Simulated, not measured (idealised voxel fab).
Presented below is a process module, voxel wiring stack.
Square cells of 5 nm make up the cross-section cut, whose width is 170 nm.
Just so we're on the same page, the cross-sections are grids of square cells, and they're listed out in bands top to bottom, each band one or more rows deep. The entry gives the band's vertical extent as a top height and a bottom height in nm, then its horizontal make-up as materials from left to right, each with a width in nm. "empty" stands for empty space; a single material marked "everywhere" fills the band edge to edge. Heights are expressed relative to 0, this being the level below which the as-received wafer comprises one material exclusively. The lowest band is unbounded in the downward direction and is denoted as in "top 0, no bottom". A width given as "30..40" starts at the first number in the band's top row and ends at the second number in its bottom row, shifting by an equal amount at every step from row to row. Step marked "remained unchanged"? Then no cell in the cross-section changed in it. "Internal closed voids": empty spaces of 8 cells or more with no open way to the top, each given as width x height at distance, distance from the left edge, all in nm. On each step's line, the part that comes after the settings is the simulator's own comment on the step. overlay nm: how far to the right of its planned place the mask lay on this masked step (negative: to the left).

### Process steps (planned)
step 1: op RECEIVE | material Si
step 2: op CONFORMAL_DEP | material SiO2 | thk nm 10
step 3: op DIRECTIONAL_DEP | material TiN | thk nm 5
step 4: op DIRECTIONAL_DEP | material W | thk nm 20
step 5: op PATTERN | tone cover | mask id METAL_1 | material resist | width nm 20 | pitch nm 35 | thk nm 15 | overlay nm 0
step 6: op DIRECTIONAL_ETCH | etch materials W | depth nm 20
step 7: op DIRECTIONAL_ETCH | etch materials TiN | depth nm 5
step 8: op STRIP | etch materials resist
step 9: op CONFORMAL_DEP | material SiN | thk nm 5
step 10: op FILL_DEP | material lowk | thk nm 10
step 11: op CMP | height nm 35
step 12: op CONFORMAL_DEP | material SiCN | thk nm 5
step 13: op DIRECTIONAL_DEP | material SiO2 | thk nm 10
step 14: op DIRECTIONAL_DEP | material aC | thk nm 10
step 15: op PATTERN | tone open | mask id PLUG_1 | material resist | width nm 15 | pitch nm 35 | thk nm 25 | overlay nm 0
step 16: op DIRECTIONAL_ETCH | etch materials aC | depth nm 10
step 17: op STRIP | etch materials resist
step 18: op DIRECTIONAL_ETCH | etch materials SiO2 | depth nm 10
step 19: op DIRECTIONAL_ETCH | etch materials SiCN | depth nm 5
step 20: op STRIP | etch materials aC
step 21: op CONFORMAL_DEP | material TiN | thk nm 5
step 22: op FILL_DEP | material Ru | thk nm 5
step 23: op CMP | height nm 50
step 24: op DIRECTIONAL_DEP | material TiN | thk nm 5
step 25: op DIRECTIONAL_DEP | material Ru | thk nm 15
step 26: op MASKED_ETCH | tone cover | mask id METAL_2 | width nm 20 | pitch nm 35 | etch materials Ru | depth nm 15 | overlay nm 0
step 27: op MASKED_ETCH | tone cover | mask id METAL_2 | width nm 20 | pitch nm 35 | etch materials TiN | depth nm 5 | overlay nm 0
step 28: op FILL_DEP | material SiO2 | thk nm 5
step 29: op CMP | height nm 70
step 30: op CONFORMAL_DEP | material SiCN | thk nm 5
step 31: op DIRECTIONAL_DEP | material SiO2 | thk nm 20
step 32: op DIRECTIONAL_DEP | material aC | thk nm 15
step 33: op PATTERN | tone open | mask id PLUG_2 | material resist | width nm 15 | pitch nm 35 | thk nm 35 | overlay nm 0
step 34: op DIRECTIONAL_ETCH | etch materials aC | depth nm 15
step 35: op STRIP | etch materials resist
step 36: op DIRECTIONAL_ETCH | etch materials SiO2 | depth nm 20
step 37: op DIRECTIONAL_ETCH | etch materials SiCN | depth nm 5
step 38: op STRIP | etch materials aC
step 39: op CONFORMAL_DEP | material TiN | thk nm 5
step 40: op FILL_DEP | material Ru | thk nm 5
step 41: op CMP | height nm 95
step 42: op DIRECTIONAL_DEP | material TiN | thk nm 5
step 43: op DIRECTIONAL_DEP | material W | thk nm 15
step 44: op MASKED_ETCH | tone cover | mask id METAL_3 | width nm 20 | pitch nm 35 | etch materials W | depth nm 15 | overlay nm 0
step 45: op MASKED_ETCH | tone cover | mask id METAL_3 | width nm 20 | pitch nm 35 | etch materials TiN | depth nm 5 | overlay nm 0
step 46: op FILL_DEP | material SiO2 | thk nm 10
step 47: op CMP | height nm 115
step 48: op CONFORMAL_DEP | material SiN | thk nm 5

### As-received wafer cross-section (after step 1)
- top 0, no bottom: Si everywhere
- Internal closed voids: none

### Post-module cross-section of the first of two wafers (run per plan)
- top 120, bottom 115: SiN everywhere
- top 115, bottom 100: SiO2=55, W=20, SiO2=15, W=20, SiO2=60
- top 100, bottom 95: SiO2=55, TiN=20, SiO2=15, TiN=20, SiO2=60
- top 95, bottom 75: SiO2=55, TiN=5, Ru=5, TiN=5, SiO2=20, TiN=5, Ru=5, TiN=5, SiO2=65
- top 75, bottom 70: SiCN=55, TiN=15, SiCN=20, TiN=15, SiCN=65
- top 70, bottom 55: SiO2=55, Ru=20, SiO2=15, Ru=20, SiO2=60
- top 55, bottom 50: SiO2=55, TiN=20, SiO2=15, TiN=20, SiO2=60
- top 50, bottom 40: SiO2=55, TiN=5, Ru=5, TiN=5, SiO2=20, TiN=5, Ru=5, TiN=5, SiO2=65
- top 40, bottom 35: SiCN=55, TiN=15, SiCN=20, TiN=15, SiCN=65
- top 35, bottom 15: lowk=50, SiN=5, W=20, SiN=5, lowk=5, SiN=5, W=20, SiN=5, lowk=55
- top 15, bottom 10: SiN=55, TiN=20, SiN=15, TiN=20, SiN=60
- top 10, bottom 0: SiO2 everywhere
- top 0, no bottom: Si everywhere
- Internal closed voids: none

### Second wafer of the two, sectioned at the end of the module. It began like the first and followed the same plan, but one mistake was made while running it
- top 120, bottom 115: SiN everywhere
- top 115, bottom 100: SiO2=55, W=20, SiO2=15, W=20, SiO2=60
- top 100, bottom 95: SiO2=55, TiN=20, SiO2=15, TiN=20, SiO2=60
- top 95, bottom 75: SiO2=55, TiN=5, Ru=5, TiN=5, SiO2=20, TiN=5, Ru=5, TiN=5, SiO2=65
- top 75, bottom 70: SiCN=55, TiN=15, SiCN=20, TiN=15, SiCN=65
- top 70, bottom 55: Ru=55, SiO2=20, Ru=15, SiO2=20, Ru=60
- top 55, bottom 50: TiN everywhere
- top 50, bottom 40: SiO2=55, TiN=5, Ru=5, TiN=5, SiO2=20, TiN=5, Ru=5, TiN=5, SiO2=65
- top 40, bottom 35: SiCN=55, TiN=15, SiCN=20, TiN=15, SiCN=65
- top 35, bottom 15: lowk=50, SiN=5, W=20, SiN=5, lowk=5, SiN=5, W=20, SiN=5, lowk=55
- top 15, bottom 10: SiN=55, TiN=20, SiN=15, TiN=20, SiN=60
- top 10, bottom 0: SiO2 everywhere
- top 0, no bottom: Si everywhere
- Internal closed voids: none
Diagnosis: step 26 was not run as planned; what actually ran was op MASKED_ETCH | tone open | mask id METAL_2 | width nm 20 | pitch nm 35 | etch materials Ru | depth nm 15 | overlay nm 0
Count the cells at the end and the second wafer has more or fewer of some materials than the first: Ru: 54 more, SiO2: 80 fewer, TiN: 26 more
